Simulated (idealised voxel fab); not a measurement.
voxel capacitor over wiring: a process module
For reference, the cross-section in this document is cut, with width 240 nm and square cells of 5 nm.
This document writes a cross-section as a grid whose cells are square, and gives it as bands, listed from the top down; one or more rows of cells form a band.
The band entry comprises the height of the band's top followed by the height of its bottom, expressed in nm, and subsequently the band's materials from left to right, each stated together with its width in nm. Where a single material is marked with the word "throughout", that material fills the band from edge to edge. The word "blank" represents empty space.
Height is counted from the level 0, under which the received wafer is composed throughout of one material. The lowest of the bands is not closed at the bottom but continues downward, in the notation "0 down".
The notation "30 to 40" denotes a width that varies across the rows of cells in the band, beginning at the first number in the top row, finishing at the second number in the bottom row, and changing by an identical amount from each row to the next.
"left unchanged" after a step means that no cell of the cross-section changed.
"Enclosed internal cavities" contains a list of empty spaces, each no smaller than 8 cells and without an open way to the top, written in the form width x height at distance with the distance from the left edge and all three in nm.
Text after the settings on a step's line: the simulator's own remark on that step.
Each step line may optionally specify "overlay nm", which for a step with a mask gives the rightward distance between the mask's planned place and where it lay, a negative value indicating the leftward direction.

# Planned step list for the process
- 1: RECEIVE: material Si
- 2: CONFORMAL_DEP: material SiO2, thk nm 15
- 3: DIRECTIONAL_DEP: material TiN, thk nm 5
- 4: DIRECTIONAL_DEP: material W, thk nm 15
- 5: MASKED_ETCH: tone cover, mask id METAL_1, width nm 30, pitch nm 90, etch materials W, depth nm 15, overlay nm 0
- 6: MASKED_ETCH: tone cover, mask id METAL_1, width nm 30, pitch nm 90, etch materials TiN, depth nm 5, overlay nm 0
- 7: FILL_DEP: material SiO2, thk nm 10
- 8: CMP: height nm 35
- 9: CONFORMAL_DEP: material SiCN, thk nm 5
- 10: DIRECTIONAL_DEP: material lowk, thk nm 20
- 11: PATTERN: tone open, mask id PLUG_1, material resist, width nm 15, thk nm 20, overlay nm 0
- 12: DIRECTIONAL_ETCH: etch materials lowk, depth nm 20
- 13: DIRECTIONAL_ETCH: etch materials SiCN, depth nm 5
- 14: STRIP: etch materials resist
- 15: EPI: material Ru, thk nm 10
- 16: EPI: material Ru, thk nm 10
- 17: EPI: material Ru, thk nm 5
- 18: DIRECTIONAL_DEP: material TiN, thk nm 5
- 19: DIRECTIONAL_DEP: material SiN, thk nm 5
- 20: DIRECTIONAL_DEP: material TiN, thk nm 10
- 21: PATTERN: tone cover, mask id UPPER_PLATE, material resist, width nm 65, thk nm 15, overlay nm 0
- 22: DIRECTIONAL_ETCH: etch materials TiN, depth nm 10
- 23: DIRECTIONAL_ETCH: etch materials SiN, depth nm 5
- 24: STRIP: etch materials resist
- 25: MASKED_ETCH: tone cover, mask id LOWER_PLATE, width nm 75, etch materials TiN, depth nm 5, overlay nm 0
- 26: FILL_DEP: material SiO2, thk nm 15
- 27: CMP: height nm 90
- 28: DIRECTIONAL_DEP: material aC, thk nm 10
- 29: PATTERN: tone open, mask id PLUG_2, material resist, width nm 15, thk nm 25, overlay nm 0
- 30: DIRECTIONAL_ETCH: etch materials aC, depth nm 10
- 31: STRIP: etch materials resist
- 32: DIRECTIONAL_ETCH: etch materials SiO2, depth nm 10
- 33: STRIP: etch materials aC
- 34: CONFORMAL_DEP: material TiN, thk nm 5
- 35: FILL_DEP: material Ru, thk nm 5
- 36: CMP: height nm 90
- 37: CONFORMAL_DEP: material SiN, thk nm 5

# Received-state cross-section, reflecting completion of step 1
* 0 down: Si throughout
* Enclosed internal cavities: none

# Run as planned - first of the two wafers cross-sectioned at the end of the module
* 95 to 90: SiN throughout
* 90 to 85: SiO2=85 / TiN=5 / Ru=5 / TiN=5 / SiO2=140
* 85 to 80: SiO2=85 / TiN=15 / SiO2=140
* 80 to 70: SiO2=75 / TiN=65 / SiO2=100
* 70 to 65: SiO2=75 / SiN=65 / SiO2=100
* 65 to 60: SiO2=70 / TiN=75 / SiO2=95
* 60 to 40: lowk=75 / Ru=15 / lowk=150
* 40 to 35: SiCN=75 / Ru=15 / SiCN=150
* 35 to 20: SiO2=60 / W=30 / SiO2=60 / W=30 / SiO2=60
* 20 to 15: SiO2=60 / TiN=30 / SiO2=60 / TiN=30 / SiO2=60
* 15 to 0: SiO2 throughout
* 0 down: Si throughout
* Enclosed internal cavities: none

# Presented here is a cross-section of the second of the two wafers as it stood at the end of the module. It was started in the same manner and assigned the same plan as the first wafer; however, one mistake was made in its execution
* 95 to 90: SiN throughout
* 90 to 85: SiO2=85 / TiN=5 / Ru=5 / TiN=5 / SiO2=140
* 85 to 80: SiO2=85 / TiN=15 / SiO2=140
* 80 to 70: SiO2=90 / TiN=50 / SiO2=100
* 70 to 65: SiO2=90 / SiN=50 / SiO2=100
* 65 to 60: SiO2=70 / TiN=5 / SiO2=15 / TiN=55 / SiO2=95
* 60 to 55: lowk=75 / SiO2=15 / lowk=150
* 55 to 45: lowk=75 / TiN=15 / lowk=150
* 45 to 40: lowk=75 / SiN=15 / lowk=150
* 40 to 35: SiCN=75 / TiN=15 / SiCN=150
* 35 to 20: W=60 / SiO2=30 / W=60 / SiO2=30 / W=60
* 20 to 15: TiN throughout
* 15 to 0: SiO2 throughout
* 0 down: Si throughout
* Enclosed internal cavities: none
Short version of what went wrong: off-plan run, step 5, actual operation and settings MASKED_ETCH: tone open, mask id METAL_1, width nm 30, pitch nm 90, etch materials W, depth nm 15, overlay nm 0
Once processing is complete, comparing cell counts shows that the second wafer has more or fewer of certain materials than the first: Ru: 15 fewer, SiO2: 93 fewer, TiN: 36 more, W: 72 more
